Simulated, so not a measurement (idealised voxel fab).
voxel self aligned vias: a process module
Cross-sectional view cut (width: 170 nm; square cell size: 5 nm).
A cross-section in this document is a grid of square cells, and it is written down as bands, the top band listed before the ones below it; a band is made up of one or more rows of cells. The entry gives the band's vertical extent as a top height and a bottom height in nm, then its horizontal make-up as materials from left to right, each with a width in nm. "empty" stands for empty space; a single material marked "full width" fills the band edge to edge. Height reference: 0 = level under which incoming wafer is all one material. Lowest band: no bottom, runs on downward, e.g. "0 nm and below". Read "30->40" as a graded width: first number on top, second number at the bottom, same change between each pair of neighbouring rows. Key: "everything unchanged" - step with no changed cell in the cross-section. "Closed internal voids": empty spaces of 8 cells or more with no open way to the top, each given as width x height at distance, distance from the left edge, all in nm. Formally, on a step line, whatever follows the settings is a remark that the simulator itself makes on the step. "overlay nm" answers the question of how far to the right of plan the mask lay on a step that has a mask, and when it is negative the answer is to the left. From here on the document is pairs. In a pair, the cross-section before one process step comes with the cross-section after it, and the latter goes no deeper than the lowest band that changed. What lies in between, the step and its settings, is written under the pair. A pair may be from a different run of this module on the same starting wafer than the pair above it, so it continues from that pair only where its entry headed "Before the step" says so.

# Before the step
* 60 nm to 40 nm | lowk 15 nm  empty 30 nm  lowk 80 nm  empty 30 nm  lowk 15 nm
* 40 nm to 30 nm | SiN 15 nm  empty 5 nm  lowk 20 nm  empty 5 nm  SiN 30 nm  lowk 20 nm  SiN 30 nm  empty 5 nm  lowk 20 nm  empty 5 nm  SiN 15 nm
* 30 nm to 25 nm | Ru 15 nm  TiN 5 nm  lowk 20 nm  TiN 5 nm  Ru 25 nm  TiN 5 nm  lowk 20 nm  TiN 5 nm  Ru 25 nm  TiN 5 nm  lowk 20 nm  TiN 5 nm  Ru 15 nm
* 25 nm to 20 nm | TiN 20 nm  lowk 20 nm  TiN 35 nm  lowk 20 nm  TiN 35 nm  lowk 20 nm  TiN 20 nm
* 20 nm to 15 nm | SiCN full width
* 15 nm to 0 nm | SiO2 full width
* 0 nm and below | Si full width
* Closed internal voids: none

# after
* 65 nm to 60 nm | TiN 20 nm  empty 20 nm  TiN 90 nm  empty 20 nm  TiN 20 nm
* 60 nm to 45 nm | lowk 15 nm  TiN 5 nm  empty 20 nm  TiN 5 nm  lowk 80 nm  TiN 5 nm  empty 20 nm  TiN 5 nm  lowk 15 nm
* 45 nm to 40 nm | lowk 15 nm  TiN 30 nm  lowk 80 nm  TiN 30 nm  lowk 15 nm
* 40 nm to 30 nm | SiN 15 nm  TiN 5 nm  lowk 20 nm  TiN 5 nm  SiN 30 nm  lowk 20 nm  SiN 30 nm  TiN 5 nm  lowk 20 nm  TiN 5 nm  SiN 15 nm
* Under 30: no change, same as before.
* Closed internal voids: none
Link between the two cross-sections above: CONFORMAL_DEP (material TiN; thk nm 5)

Before the step: Please consult the pair immediately above; the cross-section it shows after its step is the state before this step.

# after
* 75 nm to 65 nm | Ru full width
* 65 nm to 60 nm | TiN 20 nm  Ru 20 nm  TiN 90 nm  Ru 20 nm  TiN 20 nm
* 60 nm to 45 nm | lowk 15 nm  TiN 5 nm  Ru 20 nm  TiN 5 nm  lowk 80 nm  TiN 5 nm  Ru 20 nm  TiN 5 nm  lowk 15 nm
* Under 45: no change, same as before.
* Closed internal voids: none
Link between the two cross-sections above: FILL_DEP (material Ru; thk nm 10)

Before the step: Please consult the pair immediately above; the cross-section it shows after its step is the state before this step.

# after
* 60 nm to 45 nm | lowk 15 nm  TiN 5 nm  Ru 20 nm  TiN 5 nm  lowk 80 nm  TiN 5 nm  Ru 20 nm  TiN 5 nm  lowk 15 nm
* Under 45: no change, same as before.
* Closed internal voids: none
Link between the two cross-sections above: CMP (height nm 60)

Before the step: Please consult the pair immediately above; the cross-section it shows after its step is the state before this step.

# after
* 65 nm to 60 nm | SiN full width
* Under 60: no change, same as before.
* Closed internal voids: none
Link between the two cross-sections above: CONFORMAL_DEP (material SiN; thk nm 5)
